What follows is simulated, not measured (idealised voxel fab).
Presented below is a process module, voxel trench capacitor.
Cross-sectional view cut (width: 255 nm; square cell size: 5 nm).
Reading order for cross-sections: top band down to bottom band. Underlying form: a grid of square cells. Band size: one or more rows of cells.
The band entry comprises the height of the band's top followed by the height of its bottom, expressed in nm, and subsequently the band's materials from left to right, each stated together with its width in nm. Where a single material is marked with the word "all across", that material fills the band from edge to edge. The word "blank" represents empty space.
A quick word on heights: they are counted from 0, and under that level the wafer as it came to us is one material throughout. The lowest band is different from the rest in having no bottom; it simply continues downward, written as in "z 0 and below".
When a width is written as two numbers, as in "30->40", the first number is the width in the top row of cells of the band and the second is the width in its bottom row, and the width changes by the same amount from each row to the next.
"nothing changed", as given for a step, is the statement that not any cell of the cross-section underwent a change during that step.
Closed-off voids of 8+ cells (no open route to the top) go in "Closed empty spaces", written width x height at distance from the left edge, in nm.
It should be noted that, on the line of a given step, the content following the step's settings is a remark produced by the simulator itself with respect to that step.
The setting "overlay nm" may be written on the line of a step. When the step uses a mask, the value reports how far to the right of the planned place the mask lay, and a negative value reports that it lay to the left.

**The following list gives the planned process steps**
1,RECEIVE with material Si
2,CONFORMAL_DEP with material SiN, thk nm 5
3,PATTERN with tone open, mask id TRENCH, material resist, width nm 20, pitch nm 40, thk nm 15, overlay nm 0
4,DIRECTIONAL_ETCH with etch materials SiN, depth nm 5
5,DIRECTIONAL_ETCH with etch materials Si, depth nm 35
6,STRIP with etch materials resist
7,CONFORMAL_DEP with material Al2O3, thk nm 5
8,FILL_DEP with material polySi, thk nm 5
9,CMP with height nm -5
For clarity, it should be stated that the wafers under discussion commence in an identical condition and differ with respect to the height nm of step 9, the plan indicating the value that the first wafer had.

**Received wafers, first of several: cross-section after step 1**
  z 0 and below  Si all across
  Closed empty spaces: none

**Note: the following table is arranged by wafer, a row apiece. Each row reports the end-of-module state: per material, cells gained (+) or cells lost (-) compared with the wafer as received; closed voids follow**
height nm -5; +56 Al2O3; -147 Si; +40 polySi; Closed empty spaces: none
height nm 0; +64 Al2O3; -112 Si; +48 polySi; Closed empty spaces: none
height nm 5; +72 Al2O3; -112 Si; +35 SiN; +56 polySi; Closed empty spaces: none
height nm 10; +115 Al2O3; -112 Si; +35 SiN; +64 polySi; Closed empty spaces: none
height nm 15; +115 Al2O3; -112 Si; +35 SiN; +115 polySi; Closed empty spaces: none
